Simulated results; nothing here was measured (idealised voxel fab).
The following is a process module called voxel self aligned contacts.
In the cross-section labelled cut, the width is 210 nm and each square cell is 5 nm.
In this document a cross-section is written as a grid of square cells. It is given as a series of bands, listed from the top down, and a band is one or more rows of cells. Top, bottom (nm), then materials left to right with widths (nm); lone material tagged "full width" fills the whole band edge to edge; "air" = empty space. Below 0: as-received wafer, all one material; heights counted from there. Lowest band: no bottom, goes on down, written "0 nm and below". Quick explanation for "30 to 40": the width changes in equal steps down the rows of cells, from the first number in the band's top row to the second number in its bottom row. It should be understood that the words "no change occurred", when stated for a given step, signify that the cross-section underwent no change in any of its cells during that step. Heads up: "Fully sealed cavities" only lists the empty pockets with no open path to the top that are 8 cells or more, and it writes them as width x height at distance, distance from the left edge, in nm. If you see something after the settings on a step's line, that's the simulator's own remark about that step. "overlay nm", when on a step's line for a step with a mask, measures how far to the right of its planned place the mask lay; a negative measure means to the left.

Here's what the planned process steps look like
1) RECEIVE (material Si)
2) CONFORMAL_DEP (material SiO2; thk nm 5)
3) DIRECTIONAL_DEP (material polySi; thk nm 20)
4) DIRECTIONAL_DEP (material SiN; thk nm 15)
5) DIRECTIONAL_DEP (material aC; thk nm 10)
6) PATTERN (tone cover; mask id GATE; material resist; width nm 35; pitch nm 60; thk nm 25; overlay nm 0)
7) DIRECTIONAL_ETCH (etch materials aC; depth nm 10)
8) STRIP (etch materials resist)
9) DIRECTIONAL_ETCH (etch materials SiN; depth nm 15)
10) DIRECTIONAL_ETCH (etch materials polySi; depth nm 20)
11) STRIP (etch materials aC)
12) CONFORMAL_DEP (material SiN; thk nm 5)
13) DIRECTIONAL_ETCH (etch materials SiN; depth nm 5)
14) FILL_DEP (material SiO2; thk nm 10)
15) CMP (height nm 45)
16) PATTERN (tone open; mask id CONTACT; material resist; width nm 35; thk nm 15; overlay nm 0)
17) DIRECTIONAL_ETCH (etch materials SiO2; depth nm 45)
18) STRIP (etch materials resist)
19) CONFORMAL_DEP (material TiN; thk nm 5)
20) FILL_DEP (material W; thk nm 10)
21) CMP (height nm 45)
22) CONFORMAL_DEP (material SiCN; thk nm 5)

Shown in cross-section is the wafer as received, that is, as it stands after step 1
  0 nm and below  Si full width
  Fully sealed cavities: none

Wafer cross-section at module end: first of two, run to plan
  50 nm to 45 nm  SiCN full width
  45 nm to 40 nm  85 of SiO2; 15 of TiN; 5 of W; 15 of TiN; 90 of SiO2
  40 nm to 25 nm  50 of SiO2; 45 of SiN; 5 of TiN; 5 of W; 5 of TiN; 45 of SiN; 55 of SiO2
  25 nm to 5 nm  50 of SiO2; 5 of SiN; 35 of polySi; 5 of SiN; 5 of TiN; 5 of W; 5 of TiN; 5 of SiN; 35 of polySi; 5 of SiN; 55 of SiO2
  5 nm to 0 nm  95 of SiO2; 15 of TiN; 100 of SiO2
  0 nm and below  Si full width
  Fully sealed cavities: none

Here's the second of our two wafers sectioned at module end. Same start as the first, same plan, but one mistake got made running it
  50 nm to 45 nm  SiCN full width
  45 nm to 40 nm  85 of SiO2; 10 of TiN; 15 of W; 10 of TiN; 90 of SiO2
  40 nm to 25 nm  55 of SiO2; 35 of SiN; 5 of TiN; 15 of W; 5 of TiN; 35 of SiN; 60 of SiO2
  25 nm to 5 nm  55 of SiO2; 5 of SiN; 25 of polySi; 5 of SiN; 5 of TiN; 15 of W; 5 of TiN; 5 of SiN; 25 of polySi; 5 of SiN; 60 of SiO2
  5 nm to 0 nm  90 of SiO2; 25 of TiN; 95 of SiO2
  0 nm and below  Si full width
  Fully sealed cavities: none
Here's what went sideways: step 6 changed vs plan, executed as PATTERN (tone cover; mask id GATE; material resist; width nm 25; pitch nm 60; thk nm 25; overlay nm 0)
Looking at both finished wafers in cells, the second ends up ahead of or behind the first on some materials: 12 fewer of SiN; 12 more of SiO2; 16 more of W; 16 fewer of polySi
